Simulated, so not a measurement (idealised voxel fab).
Title: Process Module voxel wiring stack
The width of the displayed cross-section, cut, is 170 nm; its cells are square, with a size of 5 nm.
We lay out every cross-section as a grid of square cells and spell it out in bands from the top down, where one band means one or more rows of cells.
Within each band entry, the heights of the top and of the bottom of the band appear first, in that order and in nm; the materials of the band then follow from left to right, each with its corresponding width in nm. The designation "all across" on a single material indicates that it fills the band from edge to edge; the designation "air" indicates empty space.
Ref level 0: as-received wafer is one material below here. Bottom band extends down with no lower bound ("z 0 and below").
The two numbers in a width such as "30->40" mark its ends across the band: the first belongs to the top row of cells, the second to the bottom row, and from each row to the next the width moves by the same amount.
Reading "no change occurred" for a step: not a cell of the cross-section changed in it.
The label "Sealed void inventory" introduces a list of the empty spaces, 8 cells or larger, that have no open way up to the top; each entry in it reads width x height at distance, where the distance is taken from the left edge and all three are stated in nm.
Past the settings on a step's line: simulator remark, on that step.
overlay nm: how far to the right of its planned place the mask lay on this masked step (negative: to the left).
# Process steps foreseen in the plan
1. RECEIVE, material Si
2. CONFORMAL_DEP, material SiO2, thk nm 10
3. DIRECTIONAL_DEP, material TiN, thk nm 5
4. DIRECTIONAL_DEP, material W, thk nm 25
5. PATTERN, tone cover, mask id METAL_1, material resist, width nm 30, pitch nm 55, thk nm 20, overlay nm 0
6. DIRECTIONAL_ETCH, etch materials W, depth nm 25
7. DIRECTIONAL_ETCH, etch materials TiN, depth nm 5
8. STRIP, etch materials resist
9. FILL_DEP, material lowk, thk nm 5
10. CMP, height nm 40
11. CONFORMAL_DEP, material SiCN, thk nm 5
12. DIRECTIONAL_DEP, material lowk, thk nm 20
13. DIRECTIONAL_DEP, material aC, thk nm 10
14. PATTERN, tone open, mask id PLUG_1, material resist, width nm 15, pitch nm 55, thk nm 25, overlay nm 0
15. DIRECTIONAL_ETCH, etch materials aC, depth nm 10
16. STRIP, etch materials resist
17. DIRECTIONAL_ETCH, etch materials lowk, depth nm 20
18. DIRECTIONAL_ETCH, etch materials SiCN, depth nm 5
19. STRIP, etch materials aC
20. CONFORMAL_DEP, material TiN, thk nm 5
21. FILL_DEP, material Cu, thk nm 10
22. CMP, height nm 65
23. CONFORMAL_DEP, material SiN, thk nm 5
24. DIRECTIONAL_DEP, material SiO2, thk nm 15
25. MASKED_ETCH, tone open, mask id METAL_2, width nm 30, pitch nm 55, etch materials SiO2, depth nm 15, overlay nm 0
26. MASKED_ETCH, tone open, mask id METAL_2, width nm 30, pitch nm 55, etch materials SiN, depth nm 5, overlay nm 0
27. CONFORMAL_DEP, material TiN, thk nm 5
28. FILL_DEP, material Cu, thk nm 10
29. CMP, height nm 85
30. CONFORMAL_DEP, material SiCN, thk nm 5
# Cross-sectional view of the wafer in its as-received condition, corresponding to the state after step 1
z 0 and below  Si all across
Sealed void inventory: none
# End state of the module in cross-section, given the above starting point and plan and one mistake in execution
z 90 to 85  SiCN all across
z 85 to 75  Cu all across
z 75 to 70  TiN 20 | Cu 20 | TiN 35 | Cu 20 | TiN 35 | Cu 20 | TiN 20
z 70 to 65  SiN 15 | TiN 30 | SiN 25 | TiN 30 | SiN 25 | TiN 30 | SiN 15
z 65 to 45  lowk 15 | TiN 5 | Cu 5 | TiN 5 | lowk 40 | TiN 5 | Cu 5 | TiN 5 | lowk 40 | TiN 5 | Cu 5 | TiN 5 | lowk 30
z 45 to 40  SiCN 15 | TiN 15 | SiCN 40 | TiN 15 | SiCN 40 | TiN 15 | SiCN 30
z 40 to 15  lowk 15 | W 30 | lowk 25 | W 30 | lowk 25 | W 30 | lowk 15
z 15 to 10  lowk 15 | TiN 30 | lowk 25 | TiN 30 | lowk 25 | TiN 30 | lowk 15
z 10 to 0  SiO2 all across
z 0 and below  Si all across
Sealed void inventory: none
Misprocessing identified: plan step 24 never ran because it was skipped
